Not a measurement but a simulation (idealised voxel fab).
Herein follows the process module entitled voxel capacitor over wiring.
Section cut is 275 nm wide and gridded with 5 nm square cells.
A cross-section is written here as square cells arranged in a grid, and it is given in bands from the top down, each band taking up one or more rows of cells.
Band: top height; bottom height; in nm. Then, left to right: material with width in nm, for each material. "all across": a single material spanning edge to edge. "empty": empty space.
Heights from 0 (as-received wafer is one material below). Bottom band endless downward, as "from 0 down".
Top row gets the first number, bottom row gets the second, and each row in between changes by the same step: that is how a band width like "30->40" works.
Key: "no change occurred" - step with no changed cell in the cross-section.
You'll see "Voids, fully enclosed" listing empty spaces that have no way open to the top, as long as they're 8 cells or more; the notation is width x height at distance, where the distance is from the left edge, and all of it is in nm.
It should be noted that, on the line of a given step, the content following the step's settings is a remark produced by the simulator itself with respect to that step.
"overlay nm" on a masked step: distance the mask lay right of its planned place, negative for left.
This section lists the process steps that were planned:
1. RECEIVE with material Si
2. CONFORMAL_DEP with material SiO2, thk nm 10
3. DIRECTIONAL_DEP with material TiN, thk nm 5
4. DIRECTIONAL_DEP with material W, thk nm 20
5. PATTERN with tone cover, mask id METAL_1, material resist, width nm 30, pitch nm 80, thk nm 20, overlay nm 0
6. DIRECTIONAL_ETCH with etch materials W, depth nm 20
7. DIRECTIONAL_ETCH with etch materials TiN, depth nm 5
8. STRIP with etch materials resist
9. FILL_DEP with material lowk, thk nm 10
10. CMP with height nm 35
11. CONFORMAL_DEP with material SiCN, thk nm 5
12. DIRECTIONAL_DEP with material SiO2, thk nm 15
13. MASKED_ETCH with tone open, mask id PLUG_1, width nm 15, etch materials SiO2, depth nm 15, overlay nm 0
14. MASKED_ETCH with tone open, mask id PLUG_1, width nm 15, etch materials SiCN, depth nm 5, overlay nm 0
15. EPI with material Ru, thk nm 10
16. EPI with material Ru, thk nm 10
17. DIRECTIONAL_DEP with material TiN, thk nm 5
18. DIRECTIONAL_DEP with material HfO2, thk nm 5
19. DIRECTIONAL_DEP with material TiN, thk nm 5
20. DIRECTIONAL_DEP with material aC, thk nm 10
21. PATTERN with tone cover, mask id UPPER_PLATE, material resist, width nm 55, thk nm 25, overlay nm 0
22. DIRECTIONAL_ETCH with etch materials aC, depth nm 10
23. STRIP with etch materials resist
24. DIRECTIONAL_ETCH with etch materials TiN, depth nm 5
25. DIRECTIONAL_ETCH with etch materials HfO2, depth nm 5
26. STRIP with etch materials aC
27. MASKED_ETCH with tone cover, mask id LOWER_PLATE, width nm 65, etch materials TiN, depth nm 5, overlay nm 0
28. FILL_DEP with material SiO2, thk nm 15
29. CMP with height nm 80
30. MASKED_ETCH with tone open, mask id PLUG_2, width nm 15, etch materials SiO2, depth nm 10, overlay nm 0
31. CONFORMAL_DEP with material TiN, thk nm 5
32. FILL_DEP with material Ru, thk nm 10
33. CMP with height nm 80
34. CONFORMAL_DEP with material SiN, thk nm 5
Cross-section of the wafer upon arrival, representing the state reached after step 1:
	from 0 down | Si all across
	Voids, fully enclosed: none
first wafer at the end, as planned:
	from 85 to 80 | SiN all across
	from 80 to 75 | SiO2=105; TiN=5; Ru=5; TiN=5; SiO2=155
	from 75 to 65 | SiO2=105->95; TiN=15->55; SiO2=155->125
	from 65 to 60 | SiO2=95; HfO2=55; SiO2=125
	from 60 to 55 | SiO2=90; TiN=65; SiO2=120
	from 55 to 40 | SiO2=95; Ru=15; SiO2=165
	from 40 to 35 | SiCN=95; Ru=15; SiCN=165
	from 35 to 15 | lowk=80; W=30; lowk=50; W=30; lowk=85
	from 15 to 10 | lowk=80; TiN=30; lowk=50; TiN=30; lowk=85
	from 10 to 0 | SiO2 all across
	from 0 down | Si all across
	Voids, fully enclosed: none
Wafer two, end of module, cross-section. Same start, same plan as wafer one. One mistake in the run:
	from 85 to 80 | SiN all across
	from 80 to 75 | SiO2=105; TiN=5; Ru=5; TiN=5; SiO2=155
	from 75 to 65 | SiO2=105->110; TiN=15->40; SiO2=155->125
	from 65 to 60 | SiO2=95; TiN=15; HfO2=40; SiO2=125
	from 60 to 55 | SiO2=90; TiN=5; HfO2=15; TiN=45; SiO2=120
	from 55 to 50 | SiO2=95; TiN=15; SiO2=165
	from 50 to 40 | SiO2 all across
	from 40 to 35 | SiCN all across
	from 35 to 15 | lowk=80; W=30; lowk=50; W=30; lowk=85
	from 15 to 10 | lowk=80; TiN=30; lowk=50; TiN=30; lowk=85
	from 10 to 0 | SiO2 all across
	from 0 down | Si all across
	Voids, fully enclosed: none
Deviation noted in wafer processing: planned and actual differ for step 13; actual: MASKED_ETCH with tone open, mask id PLUG_1, width nm 15, etch materials SiO2, depth nm 5, overlay nm 0
The closing comparison, in cells, has the second wafer with more or fewer of some materials than the first: Ru: 12 fewer, SiCN: 3 more, SiO2: 9 more
